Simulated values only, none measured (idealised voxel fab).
This section sets out a process module, namely voxel wiring stack.
Xsec cut, 170 nm wide, square cell size 5 nm.
Just so we're on the same page, the cross-sections are grids of square cells, and they're listed out in bands top to bottom, each band one or more rows deep.
Band entry format. Leading values: height of top, height of bottom, nm. Remainder: materials in left-to-right order, each with its width in nm. Special words: "throughout" on a single material, which then fills the band edge to edge; "blank", empty space.
Basically, 0 is our baseline, since under it the wafer straight out of the box is all one material. The bottom band has no lower end and keeps on going down, so it looks like "0 nm and below".
A width given as "30->40" starts at the first number in the band's top row and ends at the second number in its bottom row, shifting by an equal amount at every step from row to row.
"no change occurred" after a step means that no cell of the cross-section changed.
For the entry "Fully closed voids", the listed items are empty spaces with no open way to the top whose size is 8 cells or more; each item follows the pattern width x height at distance, where distance is from the left edge and all three are in nm.
Note: text after step settings on the step line = simulator remark on that step.
overlay nm: for a step with a mask, the amount by which the mask lay right of where it was planned; a negative amount means left of it.

**Intended process steps**
- 1: RECEIVE,material Si
- 2: CONFORMAL_DEP,material SiO2,thk nm 10
- 3: DIRECTIONAL_DEP,material TiN,thk nm 5
- 4: DIRECTIONAL_DEP,material W,thk nm 20
- 5: PATTERN,tone cover,mask id METAL_1,material resist,width nm 20,pitch nm 35,thk nm 15,overlay nm 0
- 6: DIRECTIONAL_ETCH,etch materials W,depth nm 20
- 7: DIRECTIONAL_ETCH,etch materials TiN,depth nm 5
- 8: STRIP,etch materials resist
- 9: CONFORMAL_DEP,material SiN,thk nm 5
- 10: FILL_DEP,material lowk,thk nm 10
- 11: CMP,height nm 35
- 12: CONFORMAL_DEP,material SiCN,thk nm 5
- 13: DIRECTIONAL_DEP,material SiO2,thk nm 10
- 14: DIRECTIONAL_DEP,material aC,thk nm 10
- 15: PATTERN,tone open,mask id PLUG_1,material resist,width nm 15,pitch nm 35,thk nm 25,overlay nm 0
- 16: DIRECTIONAL_ETCH,etch materials aC,depth nm 10
- 17: STRIP,etch materials resist
- 18: DIRECTIONAL_ETCH,etch materials SiO2,depth nm 10
- 19: DIRECTIONAL_ETCH,etch materials SiCN,depth nm 5
- 20: STRIP,etch materials aC
- 21: CONFORMAL_DEP,material TiN,thk nm 5
- 22: FILL_DEP,material Ru,thk nm 5
- 23: CMP,height nm 50
- 24: DIRECTIONAL_DEP,material TiN,thk nm 5
- 25: DIRECTIONAL_DEP,material Ru,thk nm 15
- 26: MASKED_ETCH,tone cover,mask id METAL_2,width nm 20,pitch nm 35,etch materials Ru,depth nm 15,overlay nm 0
- 27: MASKED_ETCH,tone cover,mask id METAL_2,width nm 20,pitch nm 35,etch materials TiN,depth nm 5,overlay nm 0
- 28: FILL_DEP,material SiO2,thk nm 5
- 29: CMP,height nm 70
- 30: CONFORMAL_DEP,material SiCN,thk nm 5
- 31: DIRECTIONAL_DEP,material SiO2,thk nm 20
- 32: DIRECTIONAL_DEP,material aC,thk nm 15
- 33: PATTERN,tone open,mask id PLUG_2,material resist,width nm 15,pitch nm 35,thk nm 35,overlay nm 0
- 34: DIRECTIONAL_ETCH,etch materials aC,depth nm 15
- 35: STRIP,etch materials resist
- 36: DIRECTIONAL_ETCH,etch materials SiO2,depth nm 20
- 37: DIRECTIONAL_ETCH,etch materials SiCN,depth nm 5
- 38: STRIP,etch materials aC
- 39: CONFORMAL_DEP,material TiN,thk nm 5
- 40: FILL_DEP,material Ru,thk nm 5
- 41: CMP,height nm 95
- 42: DIRECTIONAL_DEP,material TiN,thk nm 5
- 43: DIRECTIONAL_DEP,material W,thk nm 15
- 44: MASKED_ETCH,tone cover,mask id METAL_3,width nm 20,pitch nm 35,etch materials W,depth nm 15,overlay nm 0
- 45: MASKED_ETCH,tone cover,mask id METAL_3,width nm 20,pitch nm 35,etch materials TiN,depth nm 5,overlay nm 0
- 46: FILL_DEP,material SiO2,thk nm 10
- 47: CMP,height nm 115
- 48: CONFORMAL_DEP,material SiN,thk nm 5

**Cross-section of the wafer at receipt, which is the condition after step 1**
	0 nm and below: Si throughout
	Fully closed voids: none

**Cross-sectional result after module completion. Note: starting condition and plan are unchanged from above; one processing mistake was made**
	120 nm to 115 nm: SiN throughout
	115 nm to 100 nm: 55 nm SiO2  20 nm W  15 nm SiO2  20 nm W  60 nm SiO2
	100 nm to 95 nm: 55 nm SiO2  20 nm TiN  15 nm SiO2  20 nm TiN  60 nm SiO2
	95 nm to 75 nm: 55 nm SiO2  5 nm TiN  5 nm Ru  5 nm TiN  20 nm SiO2  5 nm TiN  5 nm Ru  5 nm TiN  65 nm SiO2
	75 nm to 70 nm: 55 nm SiCN  15 nm TiN  20 nm SiCN  15 nm TiN  65 nm SiCN
	70 nm to 55 nm: 55 nm SiO2  20 nm Ru  15 nm SiO2  20 nm Ru  60 nm SiO2
	55 nm to 50 nm: 55 nm SiO2  20 nm TiN  15 nm SiO2  20 nm TiN  60 nm SiO2
	50 nm to 45 nm: 55 nm SiCN  15 nm TiN  20 nm SiCN  15 nm TiN  65 nm SiCN
	45 nm to 35 nm: SiO2 throughout
	35 nm to 15 nm: 50 nm lowk  5 nm SiN  20 nm W  5 nm SiN  5 nm lowk  5 nm SiN  20 nm W  5 nm SiN  55 nm lowk
	15 nm to 10 nm: 55 nm SiN  20 nm TiN  15 nm SiN  20 nm TiN  60 nm SiN
	10 nm to 0 nm: SiO2 throughout
	0 nm and below: Si throughout
	Fully closed voids: none
Run error: a sequencing error occurred in which plan steps 12 and 13 were transposed
